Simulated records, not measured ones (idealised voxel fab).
Name of the process module below: voxel air gaps
Square cell edge 5 nm, section width 220 nm, ID cut.
A cross-section is written here as square cells arranged in a grid, and it is given in bands from the top down, each band taking up one or more rows of cells.
Heads up on the band format: heights come first, top then bottom, in nm. After that it's the materials left to right, each with its width in nm. A single material flagged "all across" fills the whole band edge to edge, and "air" means there's empty space there.
Basically, 0 is our baseline, since under it the wafer straight out of the box is all one material. The bottom band has no lower end and keeps on going down, so it looks like "0..down".
The width entry "30->40" should be interpreted row by row: the top row of cells in the band takes the first number, the bottom row takes the second number, and the change between adjacent rows is uniform throughout.
The designation "nothing different", where it is given for a processing step, indicates that no cell of the cross-section was altered in the course of that step.
Under "Closed-off voids" you'll find the enclosed gaps, the ones with no way out to the top, that are 8 cells or bigger; each reads width x height at distance, with distance counted from the left edge, everything in nm.
It should be noted that, on the line of a given step, the content following the step's settings is a remark produced by the simulator itself with respect to that step.
When a step includes a mask, the "overlay nm" setting on its line states how far to the right of its planned place that mask lay, and negative values state how far to the left.
How should the pairs below be read? Each gives the cross-section before one process step and the cross-section after it, the latter drawn only to the lowest band that changed; the step that lies between them, with its settings, appears under the pair. Does a pair pick up where the pair above left off? Only where its entry headed "Incoming profile" says so, since pairs can come from different runs of this module on the same starting wafer.

## Incoming profile
> 0..down  Si all across
> Closed-off voids: none

## Post-Process Section
> 15..0  SiO2 all across
> At heights below 0, the structure remains unaltered.
> Closed-off voids: none
Which operation lies between the before and after views above? CONFORMAL_DEP with material SiO2, thk nm 15

Incoming profile: just use the after drawing of the pair above as your starting point.

## Post-Process Section
> 20..15  SiCN all across
> At heights below 15, the structure remains unaltered.
> Closed-off voids: none
Which operation lies between the before and after views above? CONFORMAL_DEP with material SiCN, thk nm 5

Incoming profile: just use the after drawing of the pair above as your starting point.

## Post-Process Section
> 50..20  SiO2 all across
> At heights below 20, the structure remains unaltered.
> Closed-off voids: none
Which operation lies between the before and after views above? DIRECTIONAL_DEP with material SiO2, thk nm 30

Incoming profile: just use the after drawing of the pair above as your starting point.

## Post-Process Section
> 60..50  aC all across
> At heights below 50, the structure remains unaltered.
> Closed-off voids: none
Which operation lies between the before and after views above? DIRECTIONAL_DEP with material aC, thk nm 10

Incoming profile: just use the after drawing of the pair above as your starting point.

## Post-Process Section
> 90..60  resist=30, then air=20, then resist=25, then air=20, then resist=25, then air=20, then resist=25, then air=20, then resist=35
> At heights below 60, the structure remains unaltered.
> Closed-off voids: none
Which operation lies between the before and after views above? PATTERN with tone open, mask id LINES, material resist, width nm 20, pitch nm 45, thk nm 30, overlay nm 0

Incoming profile: just use the after drawing of the pair above as your starting point.

## Post-Process Section
> 80..60  resist=30, then air=20, then resist=25, then air=20, then resist=25, then air=20, then resist=25, then air=20, then resist=35
> 60..50  aC=30, then air=20, then aC=25, then air=20, then aC=25, then air=20, then aC=25, then air=20, then aC=35
> At heights below 50, the structure remains unaltered.
> Closed-off voids: none
Which operation lies between the before and after views above? DIRECTIONAL_ETCH with etch materials aC, depth nm 10

Incoming profile: just use the after drawing of the pair above as your starting point.

## Post-Process Section
> 60..50  aC=30, then air=20, then aC=25, then air=20, then aC=25, then air=20, then aC=25, then air=20, then aC=35
> At heights below 50, the structure remains unaltered.
> Closed-off voids: none
Which operation lies between the before and after views above? STRIP with etch materials resist

Incoming profile: just use the after drawing of the pair above as your starting point.

## Post-Process Section
> 60..50  aC=30, then air=20, then aC=25, then air=20, then aC=25, then air=20, then aC=25, then air=20, then aC=35
> 50..20  SiO2=30, then air=20, then SiO2=25, then air=20, then SiO2=25, then air=20, then SiO2=25, then air=20, then SiO2=35
> At heights below 20, the structure remains unaltered.
> Closed-off voids: none
Which operation lies between the before and after views above? DIRECTIONAL_ETCH with etch materials SiO2, depth nm 30

Incoming profile: just use the after drawing of the pair above as your starting point.

## Post-Process Section
> 50..20  SiO2=30, then air=20, then SiO2=25, then air=20, then SiO2=25, then air=20, then SiO2=25, then air=20, then SiO2=35
> At heights below 20, the structure remains unaltered.
> Closed-off voids: none
Which operation lies between the before and after views above? STRIP with etch materials aC

Incoming profile: just use the after drawing of the pair above as your starting point.

## Post-Process Section
> 55..50  TiN=35, then air=10, then TiN=35, then air=10, then TiN=35, then air=10, then TiN=35, then air=10, then TiN=40
> 50..25  SiO2=30, then TiN=5, then air=10, then TiN=5, then SiO2=25, then TiN=5, then air=10, then TiN=5, then SiO2=25, then TiN=5, then air=10, then TiN=5, then SiO2=25, then TiN=5, then air=10, then TiN=5, then SiO2=35
> 25..20  SiO2=30, then TiN=20, then SiO2=25, then TiN=20, then SiO2=25, then TiN=20, then SiO2=25, then TiN=20, then SiO2=35
> At heights below 20, the structure remains unaltered.
> Closed-off voids: none
Which operation lies between the before and after views above? CONFORMAL_DEP with material TiN, thk nm 5

Incoming profile: just use the after drawing of the pair above as your starting point.

## Post-Process Section
> 65..55  W all across
> 55..50  TiN=35, then W=10, then TiN=35, then W=10, then TiN=35, then W=10, then TiN=35, then W=10, then TiN=40
> 50..25  SiO2=30, then TiN=5, then W=10, then TiN=5, then SiO2=25, then TiN=5, then W=10, then TiN=5, then SiO2=25, then TiN=5, then W=10, then TiN=5, then SiO2=25, then TiN=5, then W=10, then TiN=5, then SiO2=35
> At heights below 25, the structure remains unaltered.
> Closed-off voids: none
Which operation lies between the before and after views above? FILL_DEP with material W, thk nm 10

Incoming profile: just use the after drawing of the pair above as your starting point.

## Post-Process Section
> 50..25  SiO2=30, then TiN=5, then W=10, then TiN=5, then SiO2=25, then TiN=5, then W=10, then TiN=5, then SiO2=25, then TiN=5, then W=10, then TiN=5, then SiO2=25, then TiN=5, then W=10, then TiN=5, then SiO2=35
> At heights below 25, the structure remains unaltered.
> Closed-off voids: none
Which operation lies between the before and after views above? CMP with height nm 50

Incoming profile: just use the after drawing of the pair above as your starting point.

## Post-Process Section
> 60..50  air=20, then Ru=40, then air=5, then Ru=40, then air=5, then Ru=40, then air=5, then Ru=40, then air=25
> At heights below 50, the structure remains unaltered.
> Closed-off voids: none
Which operation lies between the before and after views above? EPI with material Ru, thk nm 10

Incoming profile: just use the after drawing of the pair above as your starting point.

## Post-Process Section
> 60..50  air=20, then Ru=40, then air=5, then Ru=40, then air=5, then Ru=40, then air=5, then Ru=40, then air=25
> 50..25  air=30, then TiN=5, then W=10, then TiN=5, then air=25, then TiN=5, then W=10, then TiN=5, then air=25, then TiN=5, then W=10, then TiN=5, then air=25, then TiN=5, then W=10, then TiN=5, then air=35
> 25..20  air=30, then TiN=20, then air=25, then TiN=20, then air=25, then TiN=20, then air=25, then TiN=20, then air=35
> At heights below 20, the structure remains unaltered.
> Closed-off voids: none
Which operation lies between the before and after views above? SELECTIVE_ETCH with etch materials SiO2, depth nm 40

Incoming profile: just use the after drawing of the pair above as your starting point.

## Post-Process Section
> 65..60  air=15, then SiCN=185, then air=20
> 60..50  air=15, then SiCN=5, then Ru=40, then SiCN=5, then Ru=40, then SiCN=5, then Ru=40, then SiCN=5, then Ru=40, then SiCN=5, then air=20
> 50..45  air=15, then SiCN=15, then TiN=5, then W=10, then TiN=5, then SiCN=25, then TiN=5, then W=10, then TiN=5, then SiCN=25, then TiN=5, then W=10, then TiN=5, then SiCN=25, then TiN=5, then W=10, then TiN=5, then SiCN=15, then air=20
> 45..25  air=25, then SiCN=5, then TiN=5, then W=10, then TiN=5, then SiCN=5, then air=15, then SiCN=5, then TiN=5, then W=10, then TiN=5, then SiCN=5, then air=15, then SiCN=5, then TiN=5, then W=10, then TiN=5, then SiCN=5, then air=15, then SiCN=5, then TiN=5, then W=10, then TiN=5, then SiCN=5, then air=30
> 25..20  SiCN=30, then TiN=20, then SiCN=25, then TiN=20, then SiCN=25, then TiN=20, then SiCN=25, then TiN=20, then SiCN=35
> At heights below 20, the structure remains unaltered.
> Closed-off voids: 15 x 20 at 55; 15 x 20 at 100; 15 x 20 at 145
Which operation lies between the before and after views above? CONFORMAL_DEP with material SiCN, thk nm 5

## Incoming profile
> 15..0  SiO2 all across
> 0..down  Si all across
> Closed-off voids: none

## Post-Process Section
> 45..0  SiO2 all across
> At heights below 0, the structure remains unaltered.
> Closed-off voids: none
Which operation lies between the before and after views above? DIRECTIONAL_DEP with material SiO2, thk nm 30

Incoming profile: just use the after drawing of the pair above as your starting point.

## Post-Process Section
> 55..45  aC all across
> At heights below 45, the structure remains unaltered.
> Closed-off voids: none
Which operation lies between the before and after views above? DIRECTIONAL_DEP with material aC, thk nm 10

Incoming profile: just use the after drawing of the pair above as your starting point.

## Post-Process Section
> 85..55  resist=30, then air=20, then resist=25, then air=20, then resist=25, then air=20, then resist=25, then air=20, then resist=35
> At heights below 55, the structure remains unaltered.
> Closed-off voids: none
Which operation lies between the before and after views above? PATTERN with tone open, mask id LINES, material resist, width nm 20, pitch nm 45, thk nm 30, overlay nm 0

Incoming profile: just use the after drawing of the pair above as your starting point.

## Post-Process Section
> 75..55  resist=30, then air=20, then resist=25, then air=20, then resist=25, then air=20, then resist=25, then air=20, then resist=35
> 55..45  aC=30, then air=20, then aC=25, then air=20, then aC=25, then air=20, then aC=25, then air=20, then aC=35
> At heights below 45, the structure remains unaltered.
> Closed-off voids: none
Which operation lies between the before and after views above? DIRECTIONAL_ETCH with etch materials aC, depth nm 10

Incoming profile: just use the after drawing of the pair above as your starting point.

## Post-Process Section
> 55..45  aC=30, then air=20, then aC=25, then air=20, then aC=25, then air=20, then aC=25, then air=20, then aC=35
> At heights below 45, the structure remains unaltered.
> Closed-off voids: none
Which operation lies between the before and after views above? STRIP with etch materials resist

Incoming profile: just use the after drawing of the pair above as your starting point.

## Post-Process Section
> 55..45  aC=30, then air=20, then aC=25, then air=20, then aC=25, then air=20, then aC=25, then air=20, then aC=35
> 45..15  SiO2=30, then air=20, then SiO2=25, then air=20, then SiO2=25, then air=20, then SiO2=25, then air=20, then SiO2=35
> At heights below 15, the structure remains unaltered.
> Closed-off voids: none
Which operation lies between the before and after views above? DIRECTIONAL_ETCH with etch materials SiO2, depth nm 30

Incoming profile: just use the after drawing of the pair above as your starting point.

## Post-Process Section
> 45..15  SiO2=30, then air=20, then SiO2=25, then air=20, then SiO2=25, then air=20, then SiO2=25, then air=20, then SiO2=35
> At heights below 15, the structure remains unaltered.
> Closed-off voids: none
Which operation lies between the before and after views above? STRIP with etch materials aC

Incoming profile: just use the after drawing of the pair above as your starting point.

## Post-Process Section
> 50..45  TiN=35, then air=10, then TiN=35, then air=10, then TiN=35, then air=10, then TiN=35, then air=10, then TiN=40
> 45..20  SiO2=30, then TiN=5, then air=10, then TiN=5, then SiO2=25, then TiN=5, then air=10, then TiN=5, then SiO2=25, then TiN=5, then air=10, then TiN=5, then SiO2=25, then TiN=5, then air=10, then TiN=5, then SiO2=35
> 20..15  SiO2=30, then TiN=20, then SiO2=25, then TiN=20, then SiO2=25, then TiN=20, then SiO2=25, then TiN=20, then SiO2=35
> At heights below 15, the structure remains unaltered.
> Closed-off voids: none
Which operation lies between the before and after views above? CONFORMAL_DEP with material TiN, thk nm 5

Incoming profile: just use the after drawing of the pair above as your starting point.

## Post-Process Section
> 60..50  W all across
> 50..45  TiN=35, then W=10, then TiN=35, then W=10, then TiN=35, then W=10, then TiN=35, then W=10, then TiN=40
> 45..20  SiO2=30, then TiN=5, then W=10, then TiN=5, then SiO2=25, then TiN=5, then W=10, then TiN=5, then SiO2=25, then TiN=5, then W=10, then TiN=5, then SiO2=25, then TiN=5, then W=10, then TiN=5, then SiO2=35
> At heights below 20, the structure remains unaltered.
> Closed-off voids: none
Which operation lies between the before and after views above? FILL_DEP with material W, thk nm 10

Incoming profile: just use the after drawing of the pair above as your starting point.

## Post-Process Section
> 50..45  TiN=35, then W=10, then TiN=35, then W=10, then TiN=35, then W=10, then TiN=35, then W=10, then TiN=40
> At heights below 45, the structure remains unaltered.
> Closed-off voids: none
Which operation lies between the before and after views above? CMP with height nm 50

Incoming profile: just use the after drawing of the pair above as your starting point.

## Post-Process Section
> 60..50  Ru all across
> At heights below 50, the structure remains unaltered.
> Closed-off voids: none
Which operation lies between the before and after views above? EPI with material Ru, thk nm 10

Incoming profile: just use the after drawing of the pair above as your starting point.

## Post-Process Section
> 65..60  SiCN all across
> At heights below 60, the structure remains unaltered.
> Closed-off voids: none
Which operation lies between the before and after views above? CONFORMAL_DEP with material SiCN, thk nm 5

## Incoming profile
> 15..0  SiO2 all across
> 0..down  Si all across
> Closed-off voids: none

## Post-Process Section
> 30..0  SiO2 all across
> At heights below 0, the structure remains unaltered.
> Closed-off voids: none
Which operation lies between the before and after views above? CONFORMAL_DEP with material SiO2, thk nm 15

Incoming profile: just use the after drawing of the pair above as your starting point.

## Post-Process Section
> 35..30  SiCN all across
> At heights below 30, the structure remains unaltered.
> Closed-off voids: none
Which operation lies between the before and after views above? CONFORMAL_DEP with material SiCN, thk nm 5

Incoming profile: just use the after drawing of the pair above as your starting point.

## Post-Process Section
> 65..35  SiO2 all across
> At heights below 35, the structure remains unaltered.
> Closed-off voids: none
Which operation lies between the before and after views above? DIRECTIONAL_DEP with material SiO2, thk nm 30

Incoming profile: just use the after drawing of the pair above as your starting point.

## Post-Process Section
> 75..65  aC all across
> At heights below 65, the structure remains unaltered.
> Closed-off voids: none
Which operation lies between the before and after views above? DIRECTIONAL_DEP with material aC, thk nm 10

Incoming profile: just use the after drawing of the pair above as your starting point.

## Post-Process Section
> 105..75  resist=30, then air=20, then resist=25, then air=20, then resist=25, then air=20, then resist=25, then air=20, then resist=35
> At heights below 75, the structure remains unaltered.
> Closed-off voids: none
Which operation lies between the before and after views above? PATTERN with tone open, mask id LINES, material resist, width nm 20, pitch nm 45, thk nm 30, overlay nm 0

Incoming profile: just use the after drawing of the pair above as your starting point.

## Post-Process Section
> 95..75  resist=30, then air=20, then resist=25, then air=20, then resist=25, then air=20, then resist=25, then air=20, then resist=35
> 75..65  aC=30, then air=20, then aC=25, then air=20, then aC=25, then air=20, then aC=25, then air=20, then aC=35
> At heights below 65, the structure remains unaltered.
> Closed-off voids: none
Which operation lies between the before and after views above? DIRECTIONAL_ETCH with etch materials aC, depth nm 10

Incoming profile: just use the after drawing of the pair above as your starting point.

## Post-Process Section
> 75..65  aC=30, then air=20, then aC=25, then air=20, then aC=25, then air=20, then aC=25, then air=20, then aC=35
> At heights below 65, the structure remains unaltered.
> Closed-off voids: none
Which operation lies between the before and after views above? STRIP with etch materials resist

Incoming profile: just use the after drawing of the pair above as your starting point.

## Post-Process Section
> 75..65  aC=30, then air=20, then aC=25, then air=20, then aC=25, then air=20, then aC=25, then air=20, then aC=35
> 65..35  SiO2=30, then air=20, then SiO2=25, then air=20, then SiO2=25, then air=20, then SiO2=25, then air=20, then SiO2=35
> At heights below 35, the structure remains unaltered.
> Closed-off voids: none
Which operation lies between the before and after views above? DIRECTIONAL_ETCH with etch materials SiO2, depth nm 30

Incoming profile: just use the after drawing of the pair above as your starting point.

## Post-Process Section
> 65..35  SiO2=30, then air=20, then SiO2=25, then air=20, then SiO2=25, then air=20, then SiO2=25, then air=20, then SiO2=35
> At heights below 35, the structure remains unaltered.
> Closed-off voids: none
Which operation lies between the before and after views above? STRIP with etch materials aC

Incoming profile: just use the after drawing of the pair above as your starting point.

## Post-Process Section
> 70..65  TiN=35, then air=10, then TiN=35, then air=10, then TiN=35, then air=10, then TiN=35, then air=10, then TiN=40
> 65..40  SiO2=30, then TiN=5, then air=10, then TiN=5, then SiO2=25, then TiN=5, then air=10, then TiN=5, then SiO2=25, then TiN=5, then air=10, then TiN=5, then SiO2=25, then TiN=5, then air=10, then TiN=5, then SiO2=35
> 40..35  SiO2=30, then TiN=20, then SiO2=25, then TiN=20, then SiO2=25, then TiN=20, then SiO2=25, then TiN=20, then SiO2=35
> At heights below 35, the structure remains unaltered.
> Closed-off voids: none
Which operation lies between the before and after views above? CONFORMAL_DEP with material TiN, thk nm 5

Incoming profile: just use the after drawing of the pair above as your starting point.

## Post-Process Section
> 80..70  W all across
> 70..65  TiN=35, then W=10, then TiN=35, then W=10, then TiN=35, then W=10, then TiN=35, then W=10, then TiN=40
> 65..40  SiO2=30, then TiN=5, then W=10, then TiN=5, then SiO2=25, then TiN=5, then W=10, then TiN=5, then SiO2=25, then TiN=5, then W=10, then TiN=5, then SiO2=25, then TiN=5, then W=10, then TiN=5, then SiO2=35
> At heights below 40, the structure remains unaltered.
> Closed-off voids: none
Which operation lies between the before and after views above? FILL_DEP with material W, thk nm 10

Incoming profile: just use the after drawing of the pair above as your starting point.

## Post-Process Section
> 50..40  SiO2=30, then TiN=5, then W=10, then TiN=5, then SiO2=25, then TiN=5, then W=10, then TiN=5, then SiO2=25, then TiN=5, then W=10, then TiN=5, then SiO2=25, then TiN=5, then W=10, then TiN=5, then SiO2=35
> At heights below 40, the structure remains unaltered.
> Closed-off voids: none
Which operation lies between the before and after views above? CMP with height nm 50

Incoming profile: just use the after drawing of the pair above as your starting point.

## Post-Process Section
> 60..50  air=20, then Ru=40, then air=5, then Ru=40, then air=5, then Ru=40, then air=5, then Ru=40, then air=25
> At heights below 50, the structure remains unaltered.
> Closed-off voids: none
Which operation lies between the before and after views above? EPI with material Ru, thk nm 10

Incoming profile: just use the after drawing of the pair above as your starting point.

## Post-Process Section
> 60..50  air=20, then Ru=40, then air=5, then Ru=40, then air=5, then Ru=40, then air=5, then Ru=40, then air=25
> 50..40  air=30, then TiN=5, then W=10, then TiN=5, then air=25, then TiN=5, then W=10, then TiN=5, then air=25, then TiN=5, then W=10, then TiN=5, then air=25, then TiN=5, then W=10, then TiN=5, then air=35
> 40..35  air=30, then TiN=20, then air=25, then TiN=20, then air=25, then TiN=20, then air=25, then TiN=20, then air=35
> At heights below 35, the structure remains unaltered.
> Closed-off voids: none
Which operation lies between the before and after views above? SELECTIVE_ETCH with etch materials SiO2, depth nm 40

Incoming profile: just use the after drawing of the pair above as your starting point.

## Post-Process Section
> 65..60  air=15, then SiCN=185, then air=20
> 60..50  air=15, then SiCN=5, then Ru=40, then SiCN=5, then Ru=40, then SiCN=5, then Ru=40, then SiCN=5, then Ru=40, then SiCN=5, then air=20
> 50..45  air=15, then SiCN=15, then TiN=5, then W=10, then TiN=5, then SiCN=25, then TiN=5, then W=10, then TiN=5, then SiCN=25, then TiN=5, then W=10, then TiN=5, then SiCN=25, then TiN=5, then W=10, then TiN=5, then SiCN=15, then air=20
> 45..40  air=25, then SiCN=5, then TiN=5, then W=10, then TiN=5, then SiCN=5, then air=15, then SiCN=5, then TiN=5, then W=10, then TiN=5, then SiCN=5, then air=15, then SiCN=5, then TiN=5, then W=10, then TiN=5, then SiCN=5, then air=15, then SiCN=5, then TiN=5, then W=10, then TiN=5, then SiCN=5, then air=30
> 40..35  SiCN=30, then TiN=20, then SiCN=25, then TiN=20, then SiCN=25, then TiN=20, then SiCN=25, then TiN=20, then SiCN=35
> At heights below 35, the structure remains unaltered.
> Closed-off voids: none
Which operation lies between the before and after views above? CONFORMAL_DEP with material SiCN, thk nm 5

## Incoming profile
> 50..25  SiO2=30, then TiN=5, then W=10, then TiN=5, then SiO2=25, then TiN=5, then W=10, then TiN=5, then SiO2=25, then TiN=5, then W=10, then TiN=5, then SiO2=25, then TiN=5, then W=10, then TiN=5, then SiO2=35
> 25..20  SiO2=30, then TiN=20, then SiO2=25, then TiN=20, then SiO2=25, then TiN=20, then SiO2=25, then TiN=20, then SiO2=35
> 20..15  SiCN all across
> 15..0  SiO2 all across
> 0..down  Si all across
> Closed-off voids: none

## Post-Process Section
> 50..25  air=30, then TiN=5, then W=10, then TiN=5, then air=25, then TiN=5, then W=10, then TiN=5, then air=25, then TiN=5, then W=10, then TiN=5, then air=25, then TiN=5, then W=10, then TiN=5, then air=35
> 25..20  air=30, then TiN=20, then air=25, then TiN=20, then air=25, then TiN=20, then air=25, then TiN=20, then air=35
> At heights below 20, the structure remains unaltered.
> Closed-off voids: none
Which operation lies between the before and after views above? SELECTIVE_ETCH with etch materials SiO2, depth nm 40

Incoming profile: just use the after drawing of the pair above as your starting point.

## Post-Process Section
> 60..50  air=20, then Ru=40, then air=5, then Ru=40, then air=5, then Ru=40, then air=5, then Ru=40, then air=25
> 50..25  air=20, then Ru=10, then TiN=5, then W=10, then TiN=5, then Ru=10, then air=5, then Ru=10, then TiN=5, then W=10, then TiN=5, then Ru=10, then air=5, then Ru=10, then TiN=5, then W=10, then TiN=5, then Ru=10, then air=5, then Ru=10, then TiN=5, then W=10, then TiN=5, then Ru=10, then air=25
> 25..20  air=20, then Ru=10, then TiN=20, then Ru=10, then air=5, then Ru=10, then TiN=20, then Ru=10, then air=5, then Ru=10, then TiN=20, then Ru=10, then air=5, then Ru=10, then TiN=20, then Ru=10, then air=25
> At heights below 20, the structure remains unaltered.
> Closed-off voids: none
Which operation lies between the before and after views above? EPI with material Ru, thk nm 10

Incoming profile: just use the after drawing of the pair above as your starting point.

## Post-Process Section
> 65..60  air=15, then SiCN=185, then air=20
> 60..50  air=15, then SiCN=5, then Ru=40, then SiCN=5, then Ru=40, then SiCN=5, then Ru=40, then SiCN=5, then Ru=40, then SiCN=5, then air=20
> 50..25  air=15, then SiCN=5, then Ru=10, then TiN=5, then W=10, then TiN=5, then Ru=10, then SiCN=5, then Ru=10, then TiN=5, then W=10, then TiN=5, then Ru=10, then SiCN=5, then Ru=10, then TiN=5, then W=10, then TiN=5, then Ru=10, then SiCN=5, then Ru=10, then TiN=5, then W=10, then TiN=5, then Ru=10, then SiCN=5, then air=20
> 25..20  SiCN=20, then Ru=10, then TiN=20, then Ru=10, then SiCN=5, then Ru=10, then TiN=20, then Ru=10, then SiCN=5, then Ru=10, then TiN=20, then Ru=10, then SiCN=5, then Ru=10, then TiN=20, then Ru=10, then SiCN=25
> At heights below 20, the structure remains unaltered.
> Closed-off voids: none
Which operation lies between the before and after views above? CONFORMAL_DEP with material SiCN, thk nm 5

## Incoming profile
> 65..55  W all across
> 55..50  TiN=35, then W=10, then TiN=35, then W=10, then TiN=35, then W=10, then TiN=35, then W=10, then TiN=40
> 50..25  SiO2=30, then TiN=5, then W=10, then TiN=5, then SiO2=25, then TiN=5, then W=10, then TiN=5, then SiO2=25, then TiN=5, then W=10, then TiN=5, then SiO2=25, then TiN=5, then W=10, then TiN=5, then SiO2=35
> 25..20  SiO2=30, then TiN=20, then SiO2=25, then TiN=20, then SiO2=25, then TiN=20, then SiO2=25, then TiN=20, then SiO2=35
> 20..15  SiCN all across
> 15..0  SiO2 all across
> 0..down  Si all across
> Closed-off voids: none

## Post-Process Section
> 60..55  W all across
> At heights below 55, the structure remains unaltered.
> Closed-off voids: none
Which operation lies between the before and after views above? CMP with height nm 60

Incoming profile: just use the after drawing of the pair above as your starting point.

## Post-Process Section
> 70..60  Ru all across
> At heights below 60, the structure remains unaltered.
> Closed-off voids: none
Which operation lies between the before and after views above? EPI with material Ru, thk nm 10

Incoming profile: just use the after drawing of the pair above as your starting point.

## Post-Process Section
> 75..70  SiCN all across
> At heights below 70, the structure remains unaltered.
> Closed-off voids: none
Which operation lies between the before and after views above? CONFORMAL_DEP with material SiCN, thk nm 5

## Incoming profile
> 60..50  aC all across
> 50..20  SiO2 all across
> 20..15  SiCN all across
> 15..0  SiO2 all across
> 0..down  Si all across
> Closed-off voids: none

## Post-Process Section
> 90..60  resist=35, then air=15, then resist=30, then air=15, then resist=30, then air=15, then resist=30, then air=15, then resist=35
> At heights below 60, the structure remains unaltered.
> Closed-off voids: none
Which operation lies between the before and after views above? PATTERN with tone open, mask id LINES, material resist, width nm 15, pitch nm 45, thk nm 30, overlay nm 0

Incoming profile: just use the after drawing of the pair above as your starting point.

## Post-Process Section
> 80..60  resist=35, then air=15, then resist=30, then air=15, then resist=30, then air=15, then resist=30, then air=15, then resist=35
> 60..50  aC=35, then air=15, then aC=30, then air=15, then aC=30, then air=15, then aC=30, then air=15, then aC=35
> At heights below 50, the structure remains unaltered.
> Closed-off voids: none
Which operation lies between the before and after views above? DIRECTIONAL_ETCH with etch materials aC, depth nm 10

Incoming profile: just use the after drawing of the pair above as your starting point.

## Post-Process Section
> 60..50  aC=35, then air=15, then aC=30, then air=15, then aC=30, then air=15, then aC=30, then air=15, then aC=35
> At heights below 50, the structure remains unaltered.
> Closed-off voids: none
Which operation lies between the before and after views above? STRIP with etch materials resist

Incoming profile: just use the after drawing of the pair above as your starting point.

## Post-Process Section
> 60..50  aC=35, then air=15, then aC=30, then air=15, then aC=30, then air=15, then aC=30, then air=15, then aC=35
> 50..20  SiO2=35, then air=15, then SiO2=30, then air=15, then SiO2=30, then air=15, then SiO2=30, then air=15, then SiO2=35
> At heights below 20, the structure remains unaltered.
> Closed-off voids: none
Which operation lies between the before and after views above? DIRECTIONAL_ETCH with etch materials SiO2, depth nm 30

Incoming profile: just use the after drawing of the pair above as your starting point.

## Post-Process Section
> 50..20  SiO2=35, then air=15, then SiO2=30, then air=15, then SiO2=30, then air=15, then SiO2=30, then air=15, then SiO2=35
> At heights below 20, the structure remains unaltered.
> Closed-off voids: none
Which operation lies between the before and after views above? STRIP with etch materials aC

Incoming profile: just use the after drawing of the pair above as your starting point.

## Post-Process Section
> 55..50  TiN=40, then air=5, then TiN=40, then air=5, then TiN=40, then air=5, then TiN=40, then air=5, then TiN=40
> 50..25  SiO2=35, then TiN=5, then air=5, then TiN=5, then SiO2=30, then TiN=5, then air=5, then TiN=5, then SiO2=30, then TiN=5, then air=5, then TiN=5, then SiO2=30, then TiN=5, then air=5, then TiN=5, then SiO2=35
> 25..20  SiO2=35, then TiN=15, then SiO2=30, then TiN=15, then SiO2=30, then TiN=15, then SiO2=30, then TiN=15, then SiO2=35
> At heights below 20, the structure remains unaltered.
> Closed-off voids: none
Which operation lies between the before and after views above? CONFORMAL_DEP with material TiN, thk nm 5

Incoming profile: just use the after drawing of the pair above as your starting point.

## Post-Process Section
> 65..55  W all across
> 55..50  TiN=40, then W=5, then TiN=40, then W=5, then TiN=40, then W=5, then TiN=40, then W=5, then TiN=40
> 50..25  SiO2=35, then TiN=5, then W=5, then TiN=5, then SiO2=30, then TiN=5, then W=5, then TiN=5, then SiO2=30, then TiN=5, then W=5, then TiN=5, then SiO2=30, then TiN=5, then W=5, then TiN=5, then SiO2=35
> At heights below 25, the structure remains unaltered.
> Closed-off voids: none
Which operation lies between the before and after views above? FILL_DEP with material W, thk nm 10

Incoming profile: just use the after drawing of the pair above as your starting point.

## Post-Process Section
> 50..25  SiO2=35, then TiN=5, then W=5, then TiN=5, then SiO2=30, then TiN=5, then W=5, then TiN=5, then SiO2=30, then TiN=5, then W=5, then TiN=5, then SiO2=30, then TiN=5, then W=5, then TiN=5, then SiO2=35
> At heights below 25, the structure remains unaltered.
> Closed-off voids: none
Which operation lies between the before and after views above? CMP with height nm 50

Incoming profile: just use the after drawing of the pair above as your starting point.

## Post-Process Section
> 60..50  air=25, then Ru=35, then air=10, then Ru=35, then air=10, then Ru=35, then air=10, then Ru=35, then air=25
> At heights below 50, the structure remains unaltered.
> Closed-off voids: none
Which operation lies between the before and after views above? EPI with material Ru, thk nm 10

Incoming profile: just use the after drawing of the pair above as your starting point.

## Post-Process Section
> 60..50  air=25, then Ru=35, then air=10, then Ru=35, then air=10, then Ru=35, then air=10, then Ru=35, then air=25
> 50..25  air=35, then TiN=5, then W=5, then TiN=5, then air=30, then TiN=5, then W=5, then TiN=5, then air=30, then TiN=5, then W=5, then TiN=5, then air=30, then TiN=5, then W=5, then TiN=5, then air=35
> 25..20  air=35, then TiN=15, then air=30, then TiN=15, then air=30, then TiN=15, then air=30, then TiN=15, then air=35
> At heights below 20, the structure remains unaltered.
> Closed-off voids: none
Which operation lies between the before and after views above? SELECTIVE_ETCH with etch materials SiO2, depth nm 40

Incoming profile: just use the after drawing of the pair above as your starting point.

## Post-Process Section
> 65..60  air=20, then SiCN=180, then air=20
> 60..50  air=20, then SiCN=5, then Ru=35, then SiCN=10, then Ru=35, then SiCN=10, then Ru=35, then SiCN=10, then Ru=35, then SiCN=5, then air=20
> 50..45  air=20, then SiCN=15, then TiN=5, then W=5, then TiN=5, then SiCN=30, then TiN=5, then W=5, then TiN=5, then SiCN=30, then TiN=5, then W=5, then TiN=5, then SiCN=30, then TiN=5, then W=5, then TiN=5, then SiCN=15, then air=20
> 45..25  air=30, then SiCN=5, then TiN=5, then W=5, then TiN=5, then SiCN=5, then air=20, then SiCN=5, then TiN=5, then W=5, then TiN=5, then SiCN=5, then air=20, then SiCN=5, then TiN=5, then W=5, then TiN=5, then SiCN=5, then air=20, then SiCN=5, then TiN=5, then W=5, then TiN=5, then SiCN=5, then air=30
> 25..20  SiCN=35, then TiN=15, then SiCN=30, then TiN=15, then SiCN=30, then TiN=15, then SiCN=30, then TiN=15, then SiCN=35
> At heights below 20, the structure remains unaltered.
> Closed-off voids: 20 x 20 at 55; 20 x 20 at 100; 20 x 20 at 145
Which operation lies between the before and after views above? CONFORMAL_DEP with material SiCN, thk nm 5

## Incoming profile
> 60..50  aC all across
> 50..20  SiO2 all across
> 20..15  SiCN all across
> 15..0  SiO2 all across
> 0..down  Si all across
> Closed-off voids: none

## Post-Process Section
> 90..60  resist=40, then air=20, then resist=25, then air=20, then resist=25, then air=20, then resist=25, then air=20, then resist=25
> At heights below 60, the structure remains unaltered.
> Closed-off voids: none
Which operation lies between the before and after views above? PATTERN with tone open, mask id LINES, material resist, width nm 20, pitch nm 45, thk nm 30, overlay nm 10

Incoming profile: just use the after drawing of the pair above as your starting point.

## Post-Process Section
> 80..60  resist=40, then air=20, then resist=25, then air=20, then resist=25, then air=20, then resist=25, then air=20, then resist=25
> 60..50  aC=40, then air=20, then aC=25, then air=20, then aC=25, then air=20, then aC=25, then air=20, then aC=25
> At heights below 50, the structure remains unaltered.
> Closed-off voids: none
Which operation lies between the before and after views above? DIRECTIONAL_ETCH with etch materials aC, depth nm 10

Incoming profile: just use the after drawing of the pair above as your starting point.

## Post-Process Section
> 60..50  aC=40, then air=20, then aC=25, then air=20, then aC=25, then air=20, then aC=25, then air=20, then aC=25
> At heights below 50, the structure remains unaltered.
> Closed-off voids: none
Which operation lies between the before and after views above? STRIP with etch materials resist
